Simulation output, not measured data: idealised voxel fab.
This section sets out a process module, namely voxel gate over fins.
Section shown: cut. Width: 265 nm. Cell size: 5 nm, square.
Each cross-section below is a grid of square cells, stated as bands in top-down order, with one or more rows of cells making up each band. Look at the band entry: it leads with the top's height and the bottom's height in nm. Then it lists the materials left to right, with a width in nm for each. The word "full width" on a single material says that material fills the band edge to edge. The word "empty" is empty space. Counting heights begins at 0, where everything beneath is, in the wafer as received, one material. The lowest band has no bottom; it goes on downwards, as "0 nm and below" shows. Quick explanation for "30 to 40": the width changes in equal steps down the rows of cells, from the first number in the band's top row to the second number in its bottom row. Any step labelled "left unchanged" changed none of the cells in the cross-section. "Entrapped void list": sealed empty spaces, 8 cells or more, no open way to top, listed width x height at distance, with distance from the left edge and width, height and distance in nm. If you see something after the settings on a step's line, that's the simulator's own remark about that step. Each step line may optionally specify "overlay nm", which for a step with a mask gives the rightward distance between the mask's planned place and where it lay, a negative value indicating the leftward direction.

-- Planned step list for the process
step 1: RECEIVE: material Si
step 2: CONFORMAL_DEP: material SiN, thk nm 10
step 3: DIRECTIONAL_DEP: material aC, thk nm 10
step 4: PATTERN: tone cover, mask id FINS, material resist, width nm 15, pitch nm 50, thk nm 30, overlay nm 0
step 5: DIRECTIONAL_ETCH: etch materials aC, depth nm 10
step 6: STRIP: etch materials resist
step 7: DIRECTIONAL_ETCH: etch materials SiN, depth nm 10
step 8: DIRECTIONAL_ETCH: etch materials Si, depth nm 30
step 9: STRIP: etch materials aC
step 10: FILL_DEP: material SiO2, thk nm 10
step 11: CMP: height nm 10
step 12: PATTERN: tone open, mask id RAIL, material resist, width nm 15, thk nm 20, overlay nm 0
step 13: DIRECTIONAL_ETCH: etch materials SiO2, depth nm 35
step 14: STRIP: etch materials resist
step 15: CONFORMAL_DEP: material TiN, thk nm 5
step 16: FILL_DEP: material W, thk nm 10
step 17: CMP: height nm 10
step 18: SELECTIVE_ETCH: etch materials W Ru TiN, depth nm 25
step 19: FILL_DEP: material SiO2, thk nm 5
step 20: CMP: height nm 10
step 21: SELECTIVE_ETCH: etch materials SiO2, depth nm 20
step 22: STRIP: etch materials SiN
step 23: CONFORMAL_DEP: material HfO2, thk nm 5
step 24: CONFORMAL_DEP: material TiN, thk nm 5
step 25: FILL_DEP: material W, thk nm 15
step 26: CMP: height nm 20
step 27: CONFORMAL_DEP: material SiCN, thk nm 5

-- Incoming wafer, cross-sectional view, post step 1
> 0 nm and below: Si full width
> Entrapped void list: none

-- The cross-section shown corresponds to the wafer at the conclusion of the module. The initial structure and the process plan are those presented above; however, one mistake occurred in executing the plan
> 25 nm to 20 nm: SiCN full width
> 20 nm to 10 nm: W full width
> 10 nm to 0 nm: W (90), then TiN (35), then W (15), then TiN (35), then W (90)
> 0 nm to -10 nm: TiN (100), then Si (15), then TiN (35), then Si (15), then TiN (100)
> -10 nm to -15 nm: SiO2 (100), then Si (15), then SiO2 (35), then Si (15), then SiO2 (100)
> -15 nm to -20 nm: SiO2 (100), then Si (15), then SiO2 (10), then TiN (5), then W (5), then TiN (5), then SiO2 (10), then Si (15), then SiO2 (100)
> -20 nm to -25 nm: SiO2 (100), then Si (15), then SiO2 (10), then TiN (15), then SiO2 (10), then Si (15), then SiO2 (100)
> -25 nm to -30 nm: SiO2 (100), then Si (15), then SiO2 (35), then Si (15), then SiO2 (100)
> -30 nm and below: Si full width
> Entrapped void list: none
Where did the run depart from the plan? for step 23, the planned setting was not used; the step was instead run as CONFORMAL_DEP: material TiN, thk nm 5
